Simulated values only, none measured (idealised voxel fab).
Process module heading - voxel wiring stack
The width of the displayed cross-section, cut, is 280 nm; its cells are square, with a size of 5 nm.
A cross-section is a grid of square cells, given in bands from the top down. A band is one or more rows of cells. Heights first: top, then bottom, in nm. Then materials, left to right, each with a width in nm. "all across" on a single material: fills the band edge to edge. "empty": empty space. For the purposes of this specification, 0 denotes the height below which the wafer in its as-received condition is composed wholly of one material, and the lowermost band, lacking a lower limit, extends downward without end, as expressed in "0 -> down". Quick explanation for "30 to 40": the width changes in equal steps down the rows of cells, from the first number in the band's top row to the second number in its bottom row. For the purposes of this document, the phrase "no change" attached to a step denotes that no cell within the cross-section was modified by that step. Reported under the label "closed voids" are the empty spaces having no open way to the top and comprising 8 cells or more; the notation for each is width x height at distance, in which the distance is measured from the left edge and all three values are in nm. Whatever follows a step's settings on its line is a remark the simulator itself makes about that step. overlay nm: right-of-plan distance of the mask on a masked step; negative values mean left-of-plan.
-- So here's the lineup of process steps we planned
| 1 | RECEIVE: material Si |
| 2 | CONFORMAL_DEP: material SiO2, thk nm 10 |
| 3 | CONFORMAL_DEP: material SiCN, thk nm 5 |
| 4 | DIRECTIONAL_DEP: material lowk, thk nm 25 |
| 5 | DIRECTIONAL_DEP: material aC, thk nm 10 |
| 6 | PATTERN: tone open, mask id METAL_1, material resist, width nm 30, pitch nm 45, thk nm 30, overlay nm 0 |
| 7 | DIRECTIONAL_ETCH: etch materials aC, depth nm 10 |
| 8 | STRIP: etch materials resist |
| 9 | DIRECTIONAL_ETCH: etch materials lowk, depth nm 25 |
| 10 | DIRECTIONAL_ETCH: etch materials SiCN, depth nm 5 |
| 11 | STRIP: etch materials aC |
| 12 | CONFORMAL_DEP: material TiN, thk nm 5 |
| 13 | FILL_DEP: material W, thk nm 5 |
| 14 | CMP: height nm 40 |
| 15 | CONFORMAL_DEP: material SiCN, thk nm 5 |
| 16 | DIRECTIONAL_DEP: material SiO2, thk nm 25 |
| 17 | DIRECTIONAL_DEP: material aC, thk nm 15 |
| 18 | PATTERN: tone open, mask id METAL_2_HOLES, material resist, width nm 15, thk nm 30, overlay nm 0 |
| 19 | DIRECTIONAL_ETCH: etch materials aC, depth nm 15 |
| 20 | STRIP: etch materials resist |
| 21 | DIRECTIONAL_ETCH: etch materials SiO2, depth nm 25 |
| 22 | STRIP: etch materials aC |
| 23 | PATTERN: tone open, mask id METAL_2, material resist, width nm 30, pitch nm 45, thk nm 20, overlay nm 0 |
| 24 | DIRECTIONAL_ETCH: etch materials SiO2, depth nm 15 |
| 25 | DIRECTIONAL_ETCH: etch materials SiCN, depth nm 5 |
| 26 | STRIP: etch materials resist |
| 27 | CONFORMAL_DEP: material TiN, thk nm 5 |
| 28 | FILL_DEP: material Cu, thk nm 10 |
| 29 | CMP: height nm 70 |
| 30 | CONFORMAL_DEP: material SiCN, thk nm 5 |
| 31 | DIRECTIONAL_DEP: material SiO2, thk nm 15 |
| 32 | MASKED_ETCH: tone open, mask id PLUG_2, width nm 15, pitch nm 45, etch materials SiO2, depth nm 15, overlay nm 0 |
| 33 | MASKED_ETCH: tone open, mask id PLUG_2, width nm 15, pitch nm 45, etch materials SiCN, depth nm 5, overlay nm 0 |
| 34 | EPI: material Ru, thk nm 10 |
| 35 | EPI: material Ru, thk nm 10 |
| 36 | DIRECTIONAL_DEP: material TiN, thk nm 5 |
| 37 | DIRECTIONAL_DEP: material W, thk nm 20 |
| 38 | PATTERN: tone cover, mask id METAL_3, material resist, width nm 30, pitch nm 45, thk nm 15, overlay nm 0 |
| 39 | DIRECTIONAL_ETCH: etch materials W, depth nm 20 |
| 40 | DIRECTIONAL_ETCH: etch materials TiN, depth nm 5 |
| 41 | STRIP: etch materials resist |
| 42 | CONFORMAL_DEP: material SiCN, thk nm 5 |
| 43 | FILL_DEP: material SiO2, thk nm 5 |
| 44 | CMP: height nm 115 |
| 45 | CONFORMAL_DEP: material SiCN, thk nm 5 |
| 46 | DIRECTIONAL_DEP: material SiO2, thk nm 10 |
| 47 | DIRECTIONAL_DEP: material aC, thk nm 15 |
| 48 | PATTERN: tone open, mask id PLUG_3, material resist, width nm 15, thk nm 35, overlay nm 0 |
| 49 | DIRECTIONAL_ETCH: etch materials aC, depth nm 15 |
| 50 | STRIP: etch materials resist |
| 51 | DIRECTIONAL_ETCH: etch materials SiO2, depth nm 10 |
| 52 | DIRECTIONAL_ETCH: etch materials SiCN, depth nm 5 |
| 53 | STRIP: etch materials aC |
| 54 | CONFORMAL_DEP: material TiN, thk nm 5 |
| 55 | FILL_DEP: material Ru, thk nm 10 |
| 56 | CMP: height nm 130 |
| 57 | CONFORMAL_DEP: material SiN, thk nm 5 |
| 58 | DIRECTIONAL_DEP: material SiO2, thk nm 25 |
| 59 | DIRECTIONAL_DEP: material aC, thk nm 10 |
| 60 | PATTERN: tone open, mask id METAL_4, material resist, width nm 30, pitch nm 45, thk nm 25, overlay nm 0 |
| 61 | DIRECTIONAL_ETCH: etch materials aC, depth nm 10 |
| 62 | STRIP: etch materials resist |
| 63 | DIRECTIONAL_ETCH: etch materials SiO2, depth nm 25 |
| 64 | DIRECTIONAL_ETCH: etch materials SiN, depth nm 5 |
| 65 | STRIP: etch materials aC |
| 66 | CONFORMAL_DEP: material TiN, thk nm 5 |
| 67 | FILL_DEP: material Cu, thk nm 5 |
| 68 | CMP: height nm 160 |
| 69 | CONFORMAL_DEP: material SiN, thk nm 5 |
For this document, wafers share an identical start and vary in the step 15 thk nm; the plan quotes the first wafer's value.
-- Here's the first of the wafers in cross-section, just as we got it, i.e. after step 1
* 0 -> down = Si all across
* closed voids: none
-- Take a look at the first of several wafers in cross-section: the module is done, and step 69 was its last step
* 165 -> 160 = SiN all across
* 160 -> 135 = SiO2 (100); TiN (5); Cu (20); TiN (5); SiO2 (15); TiN (5); Cu (20); TiN (5); SiO2 (105)
* 135 -> 130 = SiN (100); TiN (30); SiN (15); TiN (30); SiN (105)
* 130 -> 120 = SiO2 (100); TiN (5); Ru (5); TiN (5); SiO2 (165)
* 120 -> 115 = SiCN (100); TiN (15); SiCN (165)
* 115 -> 95 = SiO2 (95); SiCN (5); W (30); SiCN (5); SiO2 (5); SiCN (5); W (30); SiCN (5); SiO2 (100)
* 95 -> 90 = SiCN (100); TiN (30); SiCN (15); TiN (30); SiCN (105)
* 90 -> 75 = SiO2 (100); Ru (15); SiO2 (30); Ru (15); SiO2 (120)
* 75 -> 70 = SiCN (100); Ru (15); SiCN (30); Ru (15); SiCN (120)
* 70 -> 60 = SiO2 (100); TiN (5); Cu (20); TiN (5); SiO2 (15); TiN (5); Cu (20); TiN (5); SiO2 (105)
* 60 -> 55 = SiO2 (100); TiN (5); Cu (5); TiN (20); SiO2 (15); TiN (30); SiO2 (105)
* 55 -> 45 = SiO2 (100); TiN (5); Cu (5); TiN (5); SiO2 (165)
* 45 -> 40 = SiCN (100); TiN (15); SiCN (165)
* 40 -> 15 = lowk (100); TiN (5); W (20); TiN (5); lowk (15); TiN (5); W (20); TiN (5); lowk (105)
* 15 -> 10 = SiCN (100); TiN (30); SiCN (15); TiN (30); SiCN (105)
* 10 -> 0 = SiO2 all across
* 0 -> down = Si all across
* closed voids: none
-- At the end of the module, the last of several wafers in cross-section
* 165 -> 160 = SiN all across
* 160 -> 135 = SiO2 (100); TiN (5); Cu (20); TiN (5); SiO2 (15); TiN (5); Cu (20); TiN (5); SiO2 (105)
* 135 -> 130 = SiN (100); TiN (30); SiN (15); TiN (30); SiN (105)
* 130 -> 120 = SiO2 (100); TiN (5); Ru (5); TiN (5); SiO2 (165)
* 120 -> 115 = SiCN (100); TiN (15); SiCN (165)
* 115 -> 100 = SiO2 (95); SiCN (5); W (30); SiCN (5); SiO2 (20); SiCN (5); W (15); SiCN (5); SiO2 (100)
* 100 -> 95 = SiO2 (95); SiCN (5); W (30); SiCN (5); SiO2 (5); SiCN (20); W (15); SiCN (5); SiO2 (100)
* 95 -> 90 = SiCN (100); TiN (30); SiCN (15); W (15); TiN (15); SiCN (105)
* 90 -> 75 = SiO2 (100); Ru (15); SiO2 (30); W (15); SiO2 (120)
* 75 -> 70 = SiCN (100); Ru (15); SiCN (30); TiN (15); SiCN (120)
* 70 -> 60 = SiO2 (100); TiN (5); Cu (5); TiN (5); SiO2 (165)
* 60 -> 55 = SiCN (100); TiN (15); SiCN (165)
* 55 -> 40 = SiCN all across
* 40 -> 15 = lowk (100); TiN (5); W (20); TiN (5); lowk (15); TiN (5); W (20); TiN (5); lowk (105)
* 15 -> 10 = SiCN (100); TiN (30); SiCN (15); TiN (30); SiCN (105)
* 10 -> 0 = SiO2 all across
* 0 -> down = Si all across
* closed voids: none
-- Gained (+) or lost (-) cells of each material since receipt, then closed voids: one row per wafer, at the end of the module
thk nm 5, +59 Cu, +26 Ru, +260 SiCN, +100 SiN, +986 SiO2, +109 TiN, +88 W, +220 lowk, closed voids: none
thk nm 10, +51 Cu, +26 Ru, +316 SiCN, +100 SiN, +942 SiO2, +105 TiN, +88 W, +220 lowk, closed voids: none
thk nm 15, +43 Cu, +26 Ru, +372 SiCN, +100 SiN, +898 SiO2, +101 TiN, +88 W, +220 lowk, closed voids: none
thk nm 20, +42 Cu, +14 Ru, +431 SiCN, +100 SiN, +863 SiO2, +90 TiN, +88 W, +220 lowk, closed voids: none
